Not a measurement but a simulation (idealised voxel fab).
The following process module bears the name voxel transistor to metal.
The width of the displayed cross-section, cut, is 250 nm; its cells are square, with a size of 5 nm.
A cross-section is a grid of square cells, given in bands from the top down. A band is one or more rows of cells.
The entry gives the band's vertical extent as a top height and a bottom height in nm, then its horizontal make-up as materials from left to right, each with a width in nm. "empty" stands for empty space; a single material marked "throughout" fills the band edge to edge.
All heights in this document are referenced to 0, defined as the level beneath which the wafer, as received, consists entirely of one material. The lowest band is not bounded below; it extends indefinitely downward and is written in the form "0 nm and below".
A two-number width, for instance "30..40", indicates that the width is equal to the first number in the top row of the band and to the second number in the bottom row, and that it changes by a constant amount per row of cells.
The designation "no alteration", where it is given for a processing step, indicates that no cell of the cross-section was altered in the course of that step.
You'll see "Enclosed cavity list" listing empty spaces that have no way open to the top, as long as they're 8 cells or more; the notation is width x height at distance, where the distance is from the left edge, and all of it is in nm.
What comes after the settings on a step's line is commentary from the simulator itself on that step.
A step line may carry the setting "overlay nm", which, for steps involving a mask, states the distance by which the mask lay to the right of its intended position; negative values denote displacement to the left.

These are the steps we planned for the process
| 1 | RECEIVE: material Si |
| 2 | CONFORMAL_DEP: material SiO2, thk nm 5 |
| 3 | CONFORMAL_DEP: material SiN, thk nm 10 |
| 4 | PATTERN: tone cover, mask id ACTIVE, material resist, width nm 95, pitch nm 125, thk nm 15, overlay nm 0 |
| 5 | DIRECTIONAL_ETCH: etch materials SiN, depth nm 10 |
| 6 | DIRECTIONAL_ETCH: etch materials SiO2, depth nm 5 |
| 7 | DIRECTIONAL_ETCH: etch materials Si, depth nm 25 |
| 8 | STRIP: etch materials resist |
| 9 | FILL_DEP: material SiO2, thk nm 5 |
| 10 | CMP: height nm 15 |
| 11 | SELECTIVE_ETCH: etch materials SiO2, depth nm 5 |
| 12 | STRIP: etch materials SiN |
| 13 | SELECTIVE_ETCH: etch materials SiO2, depth nm 5 |
| 14 | OXIDIZE: depth nm 5 |
| 15 | DIRECTIONAL_DEP: material polySi, thk nm 25 |
| 16 | DIRECTIONAL_DEP: material SiCN, thk nm 15 |
| 17 | PATTERN: tone cover, mask id GATE, material resist, width nm 25, pitch nm 125, thk nm 20, overlay nm 0 |
| 18 | DIRECTIONAL_ETCH: etch materials SiCN, depth nm 25 |
| 19 | DIRECTIONAL_ETCH: etch materials polySi, depth nm 35 |
| 20 | STRIP: etch materials resist |
| 21 | CONFORMAL_DEP: material SiO2, thk nm 5 |
| 22 | DIRECTIONAL_ETCH: etch materials SiO2, depth nm 5 |
| 23 | CONFORMAL_DEP: material SiN, thk nm 10 |
| 24 | DIRECTIONAL_ETCH: etch materials SiN, depth nm 10 |
| 25 | DIRECTIONAL_ETCH: etch materials SiO2, depth nm 5 |
| 26 | DIRECTIONAL_ETCH: etch materials Si, depth nm 5 |
| 27 | EPI: material pSi, thk nm 10 |
| 28 | FILL_DEP: material SiO2, thk nm 10 |
| 29 | CMP: height nm 40 |
| 30 | DIRECTIONAL_DEP: material SiO2, thk nm 15 |
| 31 | DIRECTIONAL_DEP: material aC, thk nm 10 |
| 32 | PATTERN: tone open, mask id CONTACT, material resist, width nm 25, thk nm 25, overlay nm 0 |
| 33 | DIRECTIONAL_ETCH: etch materials aC, depth nm 10 |
| 34 | STRIP: etch materials resist |
| 35 | DIRECTIONAL_ETCH: etch materials SiO2, depth nm 50 |
| 36 | STRIP: etch materials aC |
| 37 | CONFORMAL_DEP: material TiN, thk nm 5 |
| 38 | FILL_DEP: material Ru, thk nm 5 |
| 39 | CMP: height nm 55 |
| 40 | DIRECTIONAL_DEP: material TiN, thk nm 5 |
| 41 | DIRECTIONAL_DEP: material Ru, thk nm 25 |
| 42 | MASKED_ETCH: tone cover, mask id METAL_1, width nm 15, etch materials Ru, depth nm 25, overlay nm 0 |
| 43 | MASKED_ETCH: tone cover, mask id METAL_1, width nm 15, etch materials TiN, depth nm 5, overlay nm 0 |
| 44 | CONFORMAL_DEP: material SiN, thk nm 5 |
| 45 | FILL_DEP: material lowk, thk nm 10 |
| 46 | CMP: height nm 85 |
| 47 | CONFORMAL_DEP: material SiCN, thk nm 5 |
| 48 | DIRECTIONAL_DEP: material lowk, thk nm 30 |
| 49 | MASKED_ETCH: tone open, mask id METAL_2, width nm 15, pitch nm 125, etch materials lowk, depth nm 20, overlay nm 0 |
| 50 | DIRECTIONAL_DEP: material aC, thk nm 15 |
| 51 | PATTERN: tone open, mask id METAL_2_HOLES, material resist, width nm 15, pitch nm 125, thk nm 30, overlay nm 0 |
| 52 | DIRECTIONAL_ETCH: etch materials aC, depth nm 15 |
| 53 | STRIP: etch materials resist |
| 54 | DIRECTIONAL_ETCH: etch materials lowk, depth nm 10 |
| 55 | DIRECTIONAL_ETCH: etch materials SiCN, depth nm 5 |
| 56 | STRIP: etch materials aC |
| 57 | CONFORMAL_DEP: material TiN, thk nm 5 |
| 58 | FILL_DEP: material Ru, thk nm 5 |
| 59 | CMP: height nm 120 |
| 60 | CONFORMAL_DEP: material SiN, thk nm 5 |

This is the cross-section of the wafer as we received it, i.e. after step 1
  0 nm and below | Si throughout
  Enclosed cavity list: none

One mistake in running the module, otherwise start and plan as above: cross-section at the end
  125 nm to 120 nm | SiN throughout
  120 nm to 90 nm | 20 lowk, 5 TiN, 5 Ru, 5 TiN, 110 lowk, 5 TiN, 5 Ru, 5 TiN, 90 lowk
  90 nm to 85 nm | 20 SiCN, 15 TiN, 110 SiCN, 15 TiN, 90 SiCN
  85 nm to 60 nm | 15 lowk, 5 SiN, 15 Ru, 5 SiN, 45 lowk, 5 SiN, 15 Ru, 5 SiN, 30 lowk, 5 SiN, 15 Ru, 5 SiN, 45 lowk, 5 SiN, 15 Ru, 5 SiN, 15 lowk
  60 nm to 55 nm | 20 SiN, 15 TiN, 55 SiN, 15 TiN, 40 SiN, 15 TiN, 55 SiN, 15 TiN, 20 SiN
  55 nm to 45 nm | 20 SiO2, 5 TiN, 15 Ru, 5 TiN, 35 SiO2, 5 TiN, 15 Ru, 5 TiN, 40 SiO2, 5 TiN, 15 Ru, 5 TiN, 35 SiO2, 5 TiN, 15 Ru, 5 TiN, 20 SiO2
  45 nm to 40 nm | 20 SiO2, 5 TiN, 5 Ru, 15 TiN, 35 SiO2, 15 TiN, 5 Ru, 5 TiN, 40 SiO2, 5 TiN, 5 Ru, 15 TiN, 35 SiO2, 15 TiN, 5 Ru, 5 TiN, 20 SiO2
  40 nm to 25 nm | 20 SiO2, 5 TiN, 5 Ru, 5 TiN, 10 SiN, 5 SiO2, 25 SiCN, 5 SiO2, 10 SiN, 5 TiN, 5 Ru, 5 TiN, 40 SiO2, 5 TiN, 5 Ru, 5 TiN, 10 SiN, 5 SiO2, 25 SiCN, 5 SiO2, 10 SiN, 5 TiN, 5 Ru, 5 TiN, 20 SiO2
  25 nm to 10 nm | 20 SiO2, 5 TiN, 5 Ru, 5 TiN, 10 SiN, 5 SiO2, 25 polySi, 5 SiO2, 10 SiN, 5 TiN, 5 Ru, 5 TiN, 40 SiO2, 5 TiN, 5 Ru, 5 TiN, 10 SiN, 5 SiO2, 25 polySi, 5 SiO2, 10 SiN, 5 TiN, 5 Ru, 5 TiN, 20 SiO2
  10 nm to 5 nm | 20 SiO2, 15 TiN, 10 SiN, 5 SiO2, 25 polySi, 5 SiO2, 10 SiN, 15 TiN, 40 SiO2, 15 TiN, 10 SiN, 5 SiO2, 25 polySi, 5 SiO2, 10 SiN, 15 TiN, 20 SiO2
  5 nm to 0 nm | 15 SiO2, 10 SiN, 10 pSi, 10 SiN, 5 SiO2, 25 polySi, 5 SiO2, 10 SiN, 10 pSi, 10 SiN, 30 SiO2, 10 SiN, 10 pSi, 10 SiN, 5 SiO2, 25 polySi, 5 SiO2, 10 SiN, 10 pSi, 10 SiN, 15 SiO2
  0 nm to -5 nm | 25 SiO2, 10 pSi, 55 SiO2, 10 pSi, 50 SiO2, 10 pSi, 55 SiO2, 10 pSi, 25 SiO2
  -5 nm to -10 nm | 20 SiO2, 5 Si, 10 pSi, 55 Si, 10 pSi, 5 Si, 40 SiO2, 5 Si, 10 pSi, 55 Si, 10 pSi, 5 Si, 20 SiO2
  -10 nm to -25 nm | 15 SiO2, 95 Si, 30 SiO2, 95 Si, 15 SiO2
  -25 nm and below | Si throughout
  Enclosed cavity list: none
Processing error: plan step 2 was not performed, having been skipped
